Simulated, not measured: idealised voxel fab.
The name of this process module is voxel double patterning.
The cross-section on display is named cut; it measures 160 nm wide, and its cells are 5 nm squares.
Square cells in a grid make up a cross-section in this document, and the grid is given as bands, listed from the top down, each one or more rows of cells. Heads up on the band format: heights come first, top then bottom, in nm. After that it's the materials left to right, each with its width in nm. A single material flagged "everywhere" fills the whole band edge to edge, and "empty" means there's empty space there. All heights in this document are referenced to 0, defined as the level beneath which the wafer, as received, consists entirely of one material. The lowest band is not bounded below; it extends indefinitely downward and is written in the form "from 0 down". The notation "30->40" denotes a width that varies across the rows of cells in the band, beginning at the first number in the top row, finishing at the second number in the bottom row, and changing by an identical amount from each row to the next. Any step labelled "no modifications" changed none of the cells in the cross-section. "Enclosed void inventory": empty spaces of 8 cells or more with no open way to the top, each given as width x height at distance, distance from the left edge, all in nm. On each step's line, the part that comes after the settings is the simulator's own comment on the step. overlay nm: right-of-plan distance of the mask on a masked step; negative values mean left-of-plan.

Steps planned for the process
1: RECEIVE: material Si
2: CONFORMAL_DEP: material SiO2, thk nm 10
3: DIRECTIONAL_DEP: material W, thk nm 10
4: DIRECTIONAL_DEP: material SiN, thk nm 5
5: DIRECTIONAL_DEP: material aC, thk nm 15
6: PATTERN: tone open, mask id FIRST, material resist, width nm 15, pitch nm 50, thk nm 35, overlay nm 0
7: DIRECTIONAL_ETCH: etch materials aC, depth nm 15
8: STRIP: etch materials resist
9: DIRECTIONAL_ETCH: etch materials SiN, depth nm 5
10: STRIP: etch materials aC
11: DIRECTIONAL_DEP: material aC, thk nm 10
12: PATTERN: tone open, mask id SECOND, material resist, width nm 15, thk nm 30, overlay nm 0
13: DIRECTIONAL_ETCH: etch materials aC, depth nm 10
14: STRIP: etch materials resist
15: DIRECTIONAL_ETCH: etch materials SiN, depth nm 5
16: STRIP: etch materials aC
17: DIRECTIONAL_ETCH: etch materials W, depth nm 10
18: STRIP: etch materials SiN

As-received state of the wafer in cross-section, equivalent to post-step 1
    from 0 down | Si everywhere
    Enclosed void inventory: none

Final cross-section, module run with one mistake (start and plan as above)
    from 20 to 10 | W (45); empty (30); W (20); empty (15); W (50)
    from 10 to 0 | SiO2 everywhere
    from 0 down | Si everywhere
    Enclosed void inventory: none
What went wrong in running the wafer? step 12 did not use the planned setting and instead ran as PATTERN: tone open, mask id SECOND, material resist, width nm 15, thk nm 30, overlay nm -10
